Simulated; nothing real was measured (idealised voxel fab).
The document below concerns the process module designated voxel plated lines.
The width of the displayed cross-section, cut, is 215 nm; its cells are square, with a size of 5 nm.
This document writes a cross-section as a grid whose cells are square, and gives it as bands, listed from the top down; one or more rows of cells form a band. Band: top height; bottom height; in nm. Then, left to right: material with width in nm, for each material. "all across": a single material spanning edge to edge. "air": empty space. Convention: height 0 is the level below which the wafer, as received, is all one material. The lowest band does not terminate at the bottom but continues downward, represented as "0 and below". Width spec "30->40" -> top row of cells at first value, bottom row at second value, equal per-row change in between. No cell of the cross-section changed in a step that is given as "same as before". Look at "Sealed internal voids" for the closed voids: empty spaces with no open path to the top, sized 8 cells or up. Each is width x height at distance, distance from the left edge, all nm. Where a step's line continues beyond its settings, the continuation is a remark by the simulator itself on that step. "overlay nm" denotes, for a step that has a mask, the displacement of the mask to the right of its planned place, with negative values corresponding to the left.

[So here's the lineup of process steps we planned]
| 1 | RECEIVE, material Si |
| 2 | CONFORMAL_DEP, material SiO2, thk nm 15 |
| 3 | DIRECTIONAL_DEP, material TiN, thk nm 5 |
| 4 | PATTERN, tone open, mask id LINES, material resist, width nm 20, pitch nm 40, thk nm 40, overlay nm 0 |
| 5 | EPI, material Ru, thk nm 10 |
| 6 | EPI, material Ru, thk nm 5 |
| 7 | EPI, material Ru, thk nm 5 |
| 8 | STRIP, etch materials resist |
| 9 | DIRECTIONAL_ETCH, etch materials TiN, depth nm 5 |
| 10 | CONFORMAL_DEP, material SiN, thk nm 10 |

[As-received state of the wafer in cross-section, equivalent to post-step 1]
- 0 and below: Si all across
- Sealed internal voids: none

[Post-module cross-section of the first of two wafers (run per plan)]
- 50 down to 40: air 45 nm, then SiN 120 nm, then air 50 nm
- 40 down to 25: air 45 nm, then SiN 10 nm, then Ru 20 nm, then SiN 20 nm, then Ru 20 nm, then SiN 20 nm, then Ru 20 nm, then SiN 10 nm, then air 50 nm
- 25 down to 20: SiN 55 nm, then Ru 20 nm, then SiN 20 nm, then Ru 20 nm, then SiN 20 nm, then Ru 20 nm, then SiN 60 nm
- 20 down to 15: SiN 55 nm, then TiN 20 nm, then SiN 20 nm, then TiN 20 nm, then SiN 20 nm, then TiN 20 nm, then SiN 60 nm
- 15 down to 0: SiO2 all across
- 0 and below: Si all across
- Sealed internal voids: none

[Now the second wafer, cross-sectioned at the end of the module. Nothing different at the start, nothing different in the plan compared with the first, just one mistake when it was actually run]
- 50 down to 40: air 45 nm, then SiN 120 nm, then air 50 nm
- 40 down to 25: air 45 nm, then SiN 10 nm, then Ru 20 nm, then SiN 20 nm, then Ru 20 nm, then SiN 20 nm, then Ru 20 nm, then SiN 10 nm, then air 50 nm
- 25 down to 20: SiN 55 nm, then Ru 20 nm, then SiN 20 nm, then Ru 20 nm, then SiN 20 nm, then Ru 20 nm, then SiN 60 nm
- 20 down to 15: SiN 55 nm, then TiN 20 nm, then SiN 20 nm, then TiN 20 nm, then SiN 20 nm, then TiN 20 nm, then SiN 60 nm
- 15 down to 0: SiN all across
- 0 and below: Si all across
- Sealed internal voids: none
Finding, execution versus plan: planned and actual differ for step 2; actual: CONFORMAL_DEP, material SiN, thk nm 15
Wafer comparison, final, in cells, second relative to first, materials more or fewer: 129 more of SiN; 129 fewer of SiO2
